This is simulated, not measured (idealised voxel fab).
Process module heading - voxel spacer lines
Xsec cut, 200 nm wide, square cell size 5 nm.
In this document a cross-section is written as a grid of square cells. It is given as a series of bands, listed from the top down, and a band is one or more rows of cells.
What a band's entry tells you: where the top is and where the bottom is, as heights in nm, and after that what lies inside, material by material from left to right, each with its width in nm. Empty space is written as the word "blank", and a single material marked with the word "everywhere" occupies the band from edge to edge.
Height is counted from the level 0, under which the received wafer is composed throughout of one material. The lowest of the bands is not closed at the bottom but continues downward, in the notation "0 -> down".
When a width is written as two numbers, as in "30 to 40", the first number is the width in the top row of cells of the band and the second is the width in its bottom row, and the width changes by the same amount from each row to the next.
Reading "same as before" for a step: not a cell of the cross-section changed in it.
"Closed voids list" contains a list of empty spaces, each no smaller than 8 cells and without an open way to the top, written in the form width x height at distance with the distance from the left edge and all three in nm.
Read whatever lies past the settings on a step's line as the simulator's own remark about the step.
"overlay nm" denotes, for a step that has a mask, the displacement of the mask to the right of its planned place, with negative values corresponding to the left.

# Process steps foreseen in the plan
1 RECEIVE: material Si
2 CONFORMAL_DEP: material Al2O3, thk nm 5
3 DIRECTIONAL_DEP: material TiN, thk nm 20
4 DIRECTIONAL_DEP: material polySi, thk nm 20
5 PATTERN: tone cover, mask id MANDREL, material resist, width nm 20, pitch nm 70, thk nm 25, overlay nm 0
6 DIRECTIONAL_ETCH: etch materials polySi, depth nm 20
7 STRIP: etch materials resist
8 CONFORMAL_DEP: material SiO2, thk nm 15
9 DIRECTIONAL_ETCH: etch materials SiO2, depth nm 15
10 STRIP: etch materials polySi
11 DIRECTIONAL_ETCH: etch materials TiN, depth nm 20
12 STRIP: etch materials SiO2

# The following pertains to the first of two wafers, which was processed as planned

# Cross-section, incoming material, after step 1
* 0 -> down: Si everywhere
* Closed voids list: none

# Cross-section of the wafer after step 2
* 5 -> 0: Al2O3 everywhere
* Unchanged below 0.

# Cross-section of the wafer after step 3
* 25 -> 5: TiN everywhere
* Unchanged below 5.

# Cross-section of the wafer after step 4
* 45 -> 25: polySi everywhere
* Unchanged below 25.

# Cross-section of the wafer after step 5
* 70 -> 45: blank: 55; resist: 20; blank: 50; resist: 20; blank: 55
* Unchanged below 45.

# Cross-section of the wafer after step 6
* 70 -> 45: blank: 55; resist: 20; blank: 50; resist: 20; blank: 55
* 45 -> 25: blank: 55; polySi: 20; blank: 50; polySi: 20; blank: 55
* Unchanged below 25.

# Cross-section of the wafer after step 7
* 45 -> 25: blank: 55; polySi: 20; blank: 50; polySi: 20; blank: 55
* Unchanged below 25.

# Cross-section of the wafer after step 8
* 60 -> 45: blank: 40; SiO2: 50; blank: 20; SiO2: 50; blank: 40
* 45 -> 40: blank: 40; SiO2: 15; polySi: 20; SiO2: 15; blank: 20; SiO2: 15; polySi: 20; SiO2: 15; blank: 40
* 40 -> 25: SiO2: 55; polySi: 20; SiO2: 50; polySi: 20; SiO2: 55
* Unchanged below 25.

# Cross-section of the wafer after step 9
* 45 -> 25: blank: 40; SiO2: 15; polySi: 20; SiO2: 15; blank: 20; SiO2: 15; polySi: 20; SiO2: 15; blank: 40
* Unchanged below 25.

# Cross-section of the wafer after step 10
* 45 -> 25: blank: 40; SiO2: 15; blank: 20; SiO2: 15; blank: 20; SiO2: 15; blank: 20; SiO2: 15; blank: 40
* Unchanged below 25.

# Cross-section of the wafer after step 11
* 45 -> 25: blank: 40; SiO2: 15; blank: 20; SiO2: 15; blank: 20; SiO2: 15; blank: 20; SiO2: 15; blank: 40
* 25 -> 5: blank: 40; TiN: 15; blank: 20; TiN: 15; blank: 20; TiN: 15; blank: 20; TiN: 15; blank: 40
* Unchanged below 5.

# Cross-section of the wafer after step 12
* 25 -> 5: blank: 40; TiN: 15; blank: 20; TiN: 15; blank: 20; TiN: 15; blank: 20; TiN: 15; blank: 40
* Unchanged below 5.

# For the second wafer, take the first wafer's start and plan, then add one mistake made in running it; everything through step 2, that step included, is shared with the first

# Cross-section of the second wafer corresponding to the planned conclusion of step 3
* 45 -> 5: TiN everywhere
* Unchanged below 5.

# Cross-section of the second wafer corresponding to the planned conclusion of step 4
* 65 -> 45: polySi everywhere
* Unchanged below 45.

# Cross-section of the second wafer corresponding to the planned conclusion of step 5
* 90 -> 65: blank: 55; resist: 20; blank: 50; resist: 20; blank: 55
* Unchanged below 65.

# Cross-section of the second wafer corresponding to the planned conclusion of step 6
* 90 -> 65: blank: 55; resist: 20; blank: 50; resist: 20; blank: 55
* 65 -> 45: blank: 55; polySi: 20; blank: 50; polySi: 20; blank: 55
* Unchanged below 45.

# Cross-section of the second wafer corresponding to the planned conclusion of step 7
* 65 -> 45: blank: 55; polySi: 20; blank: 50; polySi: 20; blank: 55
* Unchanged below 45.

# Cross-section of the second wafer corresponding to the planned conclusion of step 8
* 80 -> 65: blank: 40; SiO2: 50; blank: 20; SiO2: 50; blank: 40
* 65 -> 60: blank: 40; SiO2: 15; polySi: 20; SiO2: 15; blank: 20; SiO2: 15; polySi: 20; SiO2: 15; blank: 40
* 60 -> 45: SiO2: 55; polySi: 20; SiO2: 50; polySi: 20; SiO2: 55
* Unchanged below 45.

# Cross-section of the second wafer corresponding to the planned conclusion of step 9
* 65 -> 45: blank: 40; SiO2: 15; polySi: 20; SiO2: 15; blank: 20; SiO2: 15; polySi: 20; SiO2: 15; blank: 40
* Unchanged below 45.

# Cross-section of the second wafer corresponding to the planned conclusion of step 10
* 65 -> 45: blank: 40; SiO2: 15; blank: 20; SiO2: 15; blank: 20; SiO2: 15; blank: 20; SiO2: 15; blank: 40
* Unchanged below 45.

# Cross-section of the second wafer corresponding to the planned conclusion of step 11
* 65 -> 45: blank: 40; SiO2: 15; blank: 20; SiO2: 15; blank: 20; SiO2: 15; blank: 20; SiO2: 15; blank: 40
* 45 -> 25: blank: 40; TiN: 15; blank: 20; TiN: 15; blank: 20; TiN: 15; blank: 20; TiN: 15; blank: 40
* Unchanged below 25.

# Cross-section of the second wafer corresponding to the planned conclusion of step 12
* 45 -> 25: blank: 40; TiN: 15; blank: 20; TiN: 15; blank: 20; TiN: 15; blank: 20; TiN: 15; blank: 40
* Unchanged below 25.
Which mistake was made when the wafer was run? step 3 of the plan was performed twice
Heads up, by the end the second wafer has more or fewer cells of some materials compared to the first: 160 more of TiN
